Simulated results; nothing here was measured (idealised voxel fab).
The following is a process module called voxel ribs on slabs.
Cross-section cut spans 175 nm and uses square cells 5 nm in size.
Cross-sections here: square-cell grids, written as top-down lists of bands, a band being one or more rows of cells.
In this notation a band is specified by the heights of its top and bottom, in that order and in nm, after which its materials appear from left to right, each paired with its width in nm. The word "throughout" attached to a single material means that material fills the band from edge to edge; the word "air" stands for empty space.
All heights in this document are referenced to 0, defined as the level beneath which the wafer, as received, consists entirely of one material. The lowest band is not bounded below; it extends indefinitely downward and is written in the form "0..down".
Note: "30 to 40" means the width goes from the first number (top row of the band) to the second number (bottom row) in equal steps per row of cells.
"remained the same" means the step left every cell of the cross-section as it was.
Entry "Fully sealed voids" = empty spaces >= 8 cells with no open way to the top; each as width x height at distance, distance from left edge, all nm.
Text after the settings on a step's line: the simulator's own remark on that step.
overlay nm: right-of-plan distance of the mask on a masked step; negative values mean left-of-plan.
# So here's the lineup of process steps we planned
1. RECEIVE with material Si
2. DIRECTIONAL_DEP with material SiO2, thk nm 20
3. DIRECTIONAL_DEP with material SiN, thk nm 15
4. MASKED_ETCH with tone cover, mask id RIB, width nm 25, etch materials SiN, depth nm 5, overlay nm 0
5. MASKED_ETCH with tone cover, mask id SLAB, width nm 55, etch materials SiN, depth nm 10, overlay nm 0
6. FILL_DEP with material SiO2, thk nm 15
7. CMP with height nm 45
8. DIRECTIONAL_DEP with material W, thk nm 10
9. PATTERN with tone cover, mask id HEATER, material resist, width nm 35, thk nm 15, overlay nm 0
10. DIRECTIONAL_ETCH with etch materials W, depth nm 10
11. STRIP with etch materials resist
12. CONFORMAL_DEP with material SiN, thk nm 10
# First of two wafers - as planned
# As received (post step 1): cross-section
> 0..down | Si throughout
> Fully sealed voids: none
# State of the wafer after step 2, shown in cross-section
> 20..0 | SiO2 throughout
> Anything lower than 0 is untouched.
# State of the wafer after step 3, shown in cross-section
> 35..20 | SiN throughout
> Anything lower than 20 is untouched.
# State of the wafer after step 4, shown in cross-section
> 35..30 | air 75 | SiN 25 | air 75
> Anything lower than 30 is untouched.
# State of the wafer after step 5, shown in cross-section
> 35..30 | air 75 | SiN 25 | air 75
> 30..20 | air 60 | SiN 55 | air 60
> Anything lower than 20 is untouched.
# State of the wafer after step 6, shown in cross-section
> 50..35 | SiO2 throughout
> 35..30 | SiO2 75 | SiN 25 | SiO2 75
> 30..20 | SiO2 60 | SiN 55 | SiO2 60
> Anything lower than 20 is untouched.
# State of the wafer after step 7, shown in cross-section
> 45..35 | SiO2 throughout
> Anything lower than 35 is untouched.
# State of the wafer after step 8, shown in cross-section
> 55..45 | W throughout
> Anything lower than 45 is untouched.
# State of the wafer after step 9, shown in cross-section
> 70..55 | air 70 | resist 35 | air 70
> Anything lower than 55 is untouched.
# State of the wafer after step 10, shown in cross-section
> 70..55 | air 70 | resist 35 | air 70
> 55..45 | air 70 | W 35 | air 70
> Anything lower than 45 is untouched.
# State of the wafer after step 11, shown in cross-section
> 55..45 | air 70 | W 35 | air 70
> Anything lower than 45 is untouched.
# State of the wafer after step 12, shown in cross-section
> 65..55 | air 60 | SiN 55 | air 60
> 55..45 | SiN 70 | W 35 | SiN 70
> Anything lower than 45 is untouched.
# Regarding the second of the two wafers: it shared the first wafer's starting condition and process plan, yet one error occurred during its execution. Its history coincides with that of the first wafer up to and including step 3
# Cross-section of the second wafer at the time step 4 of the plan should have ended
> 35..30 | air 65 | SiN 25 | air 85
> Anything lower than 30 is untouched.
# Cross-section of the second wafer at the time step 5 of the plan should have ended
> 35..30 | air 65 | SiN 25 | air 85
> 30..20 | air 60 | SiN 55 | air 60
> Anything lower than 20 is untouched.
# Cross-section of the second wafer at the time step 6 of the plan should have ended
> 50..35 | SiO2 throughout
> 35..30 | SiO2 65 | SiN 25 | SiO2 85
> 30..20 | SiO2 60 | SiN 55 | SiO2 60
> Anything lower than 20 is untouched.
# Cross-section of the second wafer at the time step 7 of the plan should have ended
> 45..35 | SiO2 throughout
> Anything lower than 35 is untouched.
# Cross-section of the second wafer at the time step 8 of the plan should have ended
> 55..45 | W throughout
> Anything lower than 45 is untouched.
# Cross-section of the second wafer at the time step 9 of the plan should have ended
> 70..55 | air 70 | resist 35 | air 70
> Anything lower than 55 is untouched.
# Cross-section of the second wafer at the time step 10 of the plan should have ended
> 70..55 | air 70 | resist 35 | air 70
> 55..45 | air 70 | W 35 | air 70
> Anything lower than 45 is untouched.
# Cross-section of the second wafer at the time step 11 of the plan should have ended
> 55..45 | air 70 | W 35 | air 70
> Anything lower than 45 is untouched.
# Cross-section of the second wafer at the time step 12 of the plan should have ended
> 65..55 | air 60 | SiN 55 | air 60
> 55..45 | SiN 70 | W 35 | SiN 70
> Anything lower than 45 is untouched.
What went wrong in running the wafer? step 4 changed vs plan, executed as MASKED_ETCH with tone cover, mask id RIB, width nm 25, etch materials SiN, depth nm 5, overlay nm -10
When the process is done, the second wafer contains the same cell count of every material as the first wafer, but distributed over other locations.
